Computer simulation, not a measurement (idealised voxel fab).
voxel transistor to metal: a process module
Displayed cross-section: cut, width of 205 nm, square cells sized 5 nm.
Format of a cross-section: grid, square cells. Given as bands. Order: top down. Band: one or more rows of cells. For a band, the entry starts with two heights in nm, that of the top and then that of the bottom, and carries on with the band's materials in order from left to right, each alongside its width in nm; the word "throughout" beside a single material means it fills the band edge to edge, and "blank" means empty space. Ref level 0: as-received wafer is one material below here. Bottom band extends down with no lower bound ("0..down"). Graded width ("30->40"): value in top row of band = first number; value in bottom row = second number; row-to-row change constant. No cell of the cross-section changed in a step that is given as "same as before". Each empty space that has no open way to the top and spans at least 8 cells appears under "Completely sealed voids" as width x height at distance, the distance counted from the left edge, all in nm. On each step's line, the part that comes after the settings is the simulator's own comment on the step. overlay nm: mask right of planned place by this much (step with mask). Neg. = left.

### The process steps that were planned are listed below
1. RECEIVE: material Si
2. CONFORMAL_DEP: material SiO2, thk nm 5
3. CONFORMAL_DEP: material SiN, thk nm 15
4. MASKED_ETCH: tone cover, mask id ACTIVE, width nm 95, etch materials SiN, depth nm 15, overlay nm 0
5. MASKED_ETCH: tone cover, mask id ACTIVE, width nm 95, etch materials SiO2, depth nm 5, overlay nm 0
6. MASKED_ETCH: tone cover, mask id ACTIVE, width nm 95, etch materials Si, depth nm 25, overlay nm 0
7. FILL_DEP: material SiO2, thk nm 15
8. CMP: height nm 20
9. SELECTIVE_ETCH: etch materials SiO2, depth nm 10
10. STRIP: etch materials SiN
11. SELECTIVE_ETCH: etch materials SiO2, depth nm 5
12. OXIDIZE: depth nm 5
13. DIRECTIONAL_DEP: material polySi, thk nm 25
14. DIRECTIONAL_DEP: material SiCN, thk nm 15
15. PATTERN: tone cover, mask id GATE, material resist, width nm 25, thk nm 15, overlay nm 0
16. DIRECTIONAL_ETCH: etch materials SiCN, depth nm 25
17. DIRECTIONAL_ETCH: etch materials polySi, depth nm 35
18. STRIP: etch materials resist
19. CONFORMAL_DEP: material SiN, thk nm 10
20. DIRECTIONAL_ETCH: etch materials SiN, depth nm 10
21. DIRECTIONAL_ETCH: etch materials SiO2, depth nm 5
22. EPI: material SiGe, thk nm 5
23. FILL_DEP: material SiO2, thk nm 10
24. CMP: height nm 40
25. DIRECTIONAL_DEP: material SiO2, thk nm 10
26. PATTERN: tone open, mask id CONTACT, material resist, width nm 25, pitch nm 60, thk nm 15, overlay nm 0
27. DIRECTIONAL_ETCH: etch materials SiO2, depth nm 50
28. STRIP: etch materials resist
29. CONFORMAL_DEP: material TiN, thk nm 5
30. FILL_DEP: material Ru, thk nm 10
31. CMP: height nm 50
32. CONFORMAL_DEP: material SiN, thk nm 5
33. DIRECTIONAL_DEP: material SiO2, thk nm 15
34. MASKED_ETCH: tone open, mask id METAL_1, width nm 15, pitch nm 70, etch materials SiO2, depth nm 15, overlay nm 0
35. MASKED_ETCH: tone open, mask id METAL_1, width nm 15, pitch nm 70, etch materials SiN, depth nm 5, overlay nm 0
36. CONFORMAL_DEP: material TiN, thk nm 5
37. FILL_DEP: material W, thk nm 5
38. CMP: height nm 70
39. CONFORMAL_DEP: material SiCN, thk nm 5

### Here's what the wafer looked like in cross-section when it arrived - that's after step 1
    0..down | Si throughout
    Completely sealed voids: none

### Cross-sectional result after module completion. Note: starting condition and plan are unchanged from above; one processing mistake was made
    75..70 | SiCN throughout
    70..55 | SiO2 60, TiN 5, W 5, TiN 5, SiO2 55, TiN 5, W 5, TiN 5, SiO2 60
    55..50 | SiN 60, TiN 15, SiN 55, TiN 15, SiN 60
    50..45 | SiO2 60, TiN 5, Ru 15, TiN 5, SiO2 35, TiN 5, Ru 15, TiN 5, SiO2 60
    45..40 | SiO2 60, TiN 25, SiO2 35, TiN 25, SiO2 60
    40..25 | TiN 80, SiN 10, SiCN 25, SiN 10, TiN 80
    25..5 | TiN 80, SiN 10, polySi 25, SiN 10, TiN 80
    5..0 | TiN 50, SiN 10, TiN 20, SiN 10, polySi 25, SiN 10, TiN 20, SiN 10, TiN 50
    0..-5 | SiO2 60, SiGe 20, SiO2 45, SiGe 20, SiO2 60
    -5..-25 | SiO2 55, Si 95, SiO2 55
    -25..down | Si throughout
    Completely sealed voids: none
Nonconformance to the process plan: for step 23, the planned setting was not used; the step was instead run as FILL_DEP: material TiN, thk nm 10
